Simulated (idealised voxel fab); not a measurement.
Name of the process module below: voxel self aligned vias
It is cross-section cut that appears here, measuring 245 nm in width, its square cells being 5 nm in size.
Cross-section, as written here: a square-cell grid given band by band from the top down, where a band holds one or more rows of cells. Read a band's entry like this: the first values are the height of its top and the height of its bottom in nm, and what follows is the sequence of materials from left to right, each with its width in nm. Note that "blank" is empty space, and that a single material marked "everywhere" reaches across the band from edge to edge. All heights in this document are referenced to 0, defined as the level beneath which the wafer, as received, consists entirely of one material. The lowest band is not bounded below; it extends indefinitely downward and is written in the form "0..down". Width spec "30 to 40" -> top row of cells at first value, bottom row at second value, equal per-row change in between. Where the words "changes: none" appear for a step, the cross-section shows no cell changed by that step; every cell remained as before. Any empty space of 8 cells or more lacking an open way to the top shows up in "Closed internal cavities" as width x height at distance, distance from the left edge, in nm. Post-settings text on a step line: simulator's own remark regarding the step. overlay nm: step with mask; distance mask lay right of planned place; negative value = left of planned place.

Planned process steps:
1. RECEIVE [material Si]
2. CONFORMAL_DEP [material SiO2] [thk nm 10]
3. CONFORMAL_DEP [material SiCN] [thk nm 5]
4. DIRECTIONAL_DEP [material lowk] [thk nm 30]
5. MASKED_ETCH [tone open] [mask id LINES] [width nm 25] [pitch nm 50] [etch materials lowk] [depth nm 30] [overlay nm 0]
6. CONFORMAL_DEP [material TiN] [thk nm 5]
7. FILL_DEP [material Ru] [thk nm 5]
8. CMP [height nm 45]
9. SELECTIVE_ETCH [etch materials W Ru TiN] [depth nm 5]
10. FILL_DEP [material SiN] [thk nm 10]
11. CMP [height nm 45]
12. DIRECTIONAL_DEP [material lowk] [thk nm 20]
13. DIRECTIONAL_DEP [material aC] [thk nm 10]
14. PATTERN [tone open] [mask id VIAS] [material resist] [width nm 35] [pitch nm 50] [thk nm 25] [overlay nm 0]
15. DIRECTIONAL_ETCH [etch materials aC] [depth nm 10]
16. STRIP [etch materials resist]
17. DIRECTIONAL_ETCH [etch materials lowk] [depth nm 20]
18. DIRECTIONAL_ETCH [etch materials SiN] [depth nm 5]
19. STRIP [etch materials aC]
20. CONFORMAL_DEP [material TiN] [thk nm 5]
21. FILL_DEP [material Ru] [thk nm 10]
22. CMP [height nm 65]
23. CONFORMAL_DEP [material SiCN] [thk nm 5]

The first wafer of two, processed as planned:

Received-state cross-section, reflecting completion of step 1:
* 0..down | Si everywhere
* Closed internal cavities: none

Take a look at the wafer's cross-section after step 2:
* 10..0 | SiO2 everywhere
* Everything below 0 is unchanged.

Take a look at the wafer's cross-section after step 3:
* 15..10 | SiCN everywhere
* Everything below 10 is unchanged.

Take a look at the wafer's cross-section after step 4:
* 45..15 | lowk everywhere
* Everything below 15 is unchanged.

Take a look at the wafer's cross-section after step 5:
* 45..15 | 85 of lowk, 25 of blank, 25 of lowk, 25 of blank, 85 of lowk
* Everything below 15 is unchanged.

Take a look at the wafer's cross-section after step 6:
* 50..45 | 90 of TiN, 15 of blank, 35 of TiN, 15 of blank, 90 of TiN
* 45..20 | 85 of lowk, 5 of TiN, 15 of blank, 5 of TiN, 25 of lowk, 5 of TiN, 15 of blank, 5 of TiN, 85 of lowk
* 20..15 | 85 of lowk, 25 of TiN, 25 of lowk, 25 of TiN, 85 of lowk
* Everything below 15 is unchanged.

Take a look at the wafer's cross-section after step 7:
* 55..50 | Ru everywhere
* 50..45 | 90 of TiN, 15 of Ru, 35 of TiN, 15 of Ru, 90 of TiN
* 45..20 | 85 of lowk, 5 of TiN, 15 of Ru, 5 of TiN, 25 of lowk, 5 of TiN, 15 of Ru, 5 of TiN, 85 of lowk
* Everything below 20 is unchanged.

Take a look at the wafer's cross-section after step 8:
* 45..20 | 85 of lowk, 5 of TiN, 15 of Ru, 5 of TiN, 25 of lowk, 5 of TiN, 15 of Ru, 5 of TiN, 85 of lowk
* Everything below 20 is unchanged.

Take a look at the wafer's cross-section after step 9:
* 45..40 | 85 of lowk, 25 of blank, 25 of lowk, 25 of blank, 85 of lowk
* Everything below 40 is unchanged.

Take a look at the wafer's cross-section after step 10:
* 55..45 | SiN everywhere
* 45..40 | 85 of lowk, 25 of SiN, 25 of lowk, 25 of SiN, 85 of lowk
* Everything below 40 is unchanged.

Take a look at the wafer's cross-section after step 11:
* 45..40 | 85 of lowk, 25 of SiN, 25 of lowk, 25 of SiN, 85 of lowk
* Everything below 40 is unchanged.

Take a look at the wafer's cross-section after step 12:
* 65..45 | lowk everywhere
* Everything below 45 is unchanged.

Take a look at the wafer's cross-section after step 13:
* 75..65 | aC everywhere
* Everything below 65 is unchanged.

Take a look at the wafer's cross-section after step 14:
* 100..75 | 80 of resist, 35 of blank, 15 of resist, 35 of blank, 80 of resist
* Everything below 75 is unchanged.

Take a look at the wafer's cross-section after step 15:
* 90..75 | 80 of resist, 35 of blank, 15 of resist, 35 of blank, 80 of resist
* 75..65 | 80 of aC, 35 of blank, 15 of aC, 35 of blank, 80 of aC
* Everything below 65 is unchanged.

Take a look at the wafer's cross-section after step 16:
* 75..65 | 80 of aC, 35 of blank, 15 of aC, 35 of blank, 80 of aC
* Everything below 65 is unchanged.

Take a look at the wafer's cross-section after step 17:
* 75..65 | 80 of aC, 35 of blank, 15 of aC, 35 of blank, 80 of aC
* 65..45 | 80 of lowk, 35 of blank, 15 of lowk, 35 of blank, 80 of lowk
* Everything below 45 is unchanged.

Take a look at the wafer's cross-section after step 18:
* 75..65 | 80 of aC, 35 of blank, 15 of aC, 35 of blank, 80 of aC
* 65..45 | 80 of lowk, 35 of blank, 15 of lowk, 35 of blank, 80 of lowk
* 45..40 | 85 of lowk, 25 of blank, 25 of lowk, 25 of blank, 85 of lowk
* Everything below 40 is unchanged.

Take a look at the wafer's cross-section after step 19:
* 65..45 | 80 of lowk, 35 of blank, 15 of lowk, 35 of blank, 80 of lowk
* Everything below 45 is unchanged.

Take a look at the wafer's cross-section after step 20:
* 70..65 | 85 of TiN, 25 of blank, 25 of TiN, 25 of blank, 85 of TiN
* 65..50 | 80 of lowk, 5 of TiN, 25 of blank, 5 of TiN, 15 of lowk, 5 of TiN, 25 of blank, 5 of TiN, 80 of lowk
* 50..45 | 80 of lowk, 10 of TiN, 15 of blank, 10 of TiN, 15 of lowk, 10 of TiN, 15 of blank, 10 of TiN, 80 of lowk
* 45..40 | 85 of lowk, 25 of TiN, 25 of lowk, 25 of TiN, 85 of lowk
* Everything below 40 is unchanged.

Take a look at the wafer's cross-section after step 21:
* 80..70 | Ru everywhere
* 70..65 | 85 of TiN, 25 of Ru, 25 of TiN, 25 of Ru, 85 of TiN
* 65..50 | 80 of lowk, 5 of TiN, 25 of Ru, 5 of TiN, 15 of lowk, 5 of TiN, 25 of Ru, 5 of TiN, 80 of lowk
* 50..45 | 80 of lowk, 10 of TiN, 15 of Ru, 10 of TiN, 15 of lowk, 10 of TiN, 15 of Ru, 10 of TiN, 80 of lowk
* Everything below 45 is unchanged.

Take a look at the wafer's cross-section after step 22:
* 65..50 | 80 of lowk, 5 of TiN, 25 of Ru, 5 of TiN, 15 of lowk, 5 of TiN, 25 of Ru, 5 of TiN, 80 of lowk
* Everything below 50 is unchanged.

Take a look at the wafer's cross-section after step 23:
* 70..65 | SiCN everywhere
* Everything below 65 is unchanged.

It is to be noted that the second wafer proceeded from the same initial state and according to the same plan as the first, although one mistake was committed in its execution; through step 2, inclusive, the two wafers share an identical history:

Planned end of step 3: second wafer, cross-section:
* 40..10 | lowk everywhere
* Everything below 10 is unchanged.

Planned end of step 4: second wafer, cross-section:
* 45..40 | SiCN everywhere
* Everything below 40 is unchanged.

Planned end of step 5: second wafer, cross-section: changes: none

Planned end of step 6: second wafer, cross-section:
* 50..45 | TiN everywhere
* Everything below 45 is unchanged.

Planned end of step 7: second wafer, cross-section:
* 55..50 | Ru everywhere
* Everything below 50 is unchanged.

Planned end of step 8: second wafer, cross-section:
* 45..40 | SiCN everywhere
* Everything below 40 is unchanged.

Planned end of step 9: second wafer, cross-section: changes: none

Planned end of step 10: second wafer, cross-section:
* 55..45 | SiN everywhere
* Everything below 45 is unchanged.

Planned end of step 11: second wafer, cross-section:
* 45..40 | SiCN everywhere
* Everything below 40 is unchanged.

Planned end of step 12: second wafer, cross-section:
* 65..45 | lowk everywhere
* Everything below 45 is unchanged.

Planned end of step 13: second wafer, cross-section:
* 75..65 | aC everywhere
* Everything below 65 is unchanged.

Planned end of step 14: second wafer, cross-section:
* 100..75 | 80 of resist, 35 of blank, 15 of resist, 35 of blank, 80 of resist
* Everything below 75 is unchanged.

Planned end of step 15: second wafer, cross-section:
* 90..75 | 80 of resist, 35 of blank, 15 of resist, 35 of blank, 80 of resist
* 75..65 | 80 of aC, 35 of blank, 15 of aC, 35 of blank, 80 of aC
* Everything below 65 is unchanged.

Planned end of step 16: second wafer, cross-section:
* 75..65 | 80 of aC, 35 of blank, 15 of aC, 35 of blank, 80 of aC
* Everything below 65 is unchanged.

Planned end of step 17: second wafer, cross-section:
* 75..65 | 80 of aC, 35 of blank, 15 of aC, 35 of blank, 80 of aC
* 65..45 | 80 of lowk, 35 of blank, 15 of lowk, 35 of blank, 80 of lowk
* Everything below 45 is unchanged.

Planned end of step 18: second wafer, cross-section: changes: none

Planned end of step 19: second wafer, cross-section:
* 65..45 | 80 of lowk, 35 of blank, 15 of lowk, 35 of blank, 80 of lowk
* Everything below 45 is unchanged.

Planned end of step 20: second wafer, cross-section:
* 70..65 | 85 of TiN, 25 of blank, 25 of TiN, 25 of blank, 85 of TiN
* 65..50 | 80 of lowk, 5 of TiN, 25 of blank, 5 of TiN, 15 of lowk, 5 of TiN, 25 of blank, 5 of TiN, 80 of lowk
* 50..45 | 80 of lowk, 35 of TiN, 15 of lowk, 35 of TiN, 80 of lowk
* Everything below 45 is unchanged.

Planned end of step 21: second wafer, cross-section:
* 80..70 | Ru everywhere
* 70..65 | 85 of TiN, 25 of Ru, 25 of TiN, 25 of Ru, 85 of TiN
* 65..50 | 80 of lowk, 5 of TiN, 25 of Ru, 5 of TiN, 15 of lowk, 5 of TiN, 25 of Ru, 5 of TiN, 80 of lowk
* Everything below 50 is unchanged.

Planned end of step 22: second wafer, cross-section:
* 65..50 | 80 of lowk, 5 of TiN, 25 of Ru, 5 of TiN, 15 of lowk, 5 of TiN, 25 of Ru, 5 of TiN, 80 of lowk
* Everything below 50 is unchanged.

Planned end of step 23: second wafer, cross-section:
* 70..65 | SiCN everywhere
* Everything below 65 is unchanged.
The plan and the run diverged here: swap of plan steps 3 and 4 during execution
Count the cells at the end and the second wafer has more or fewer of some materials than the first: 30 fewer of Ru | 30 fewer of TiN | 60 more of lowk
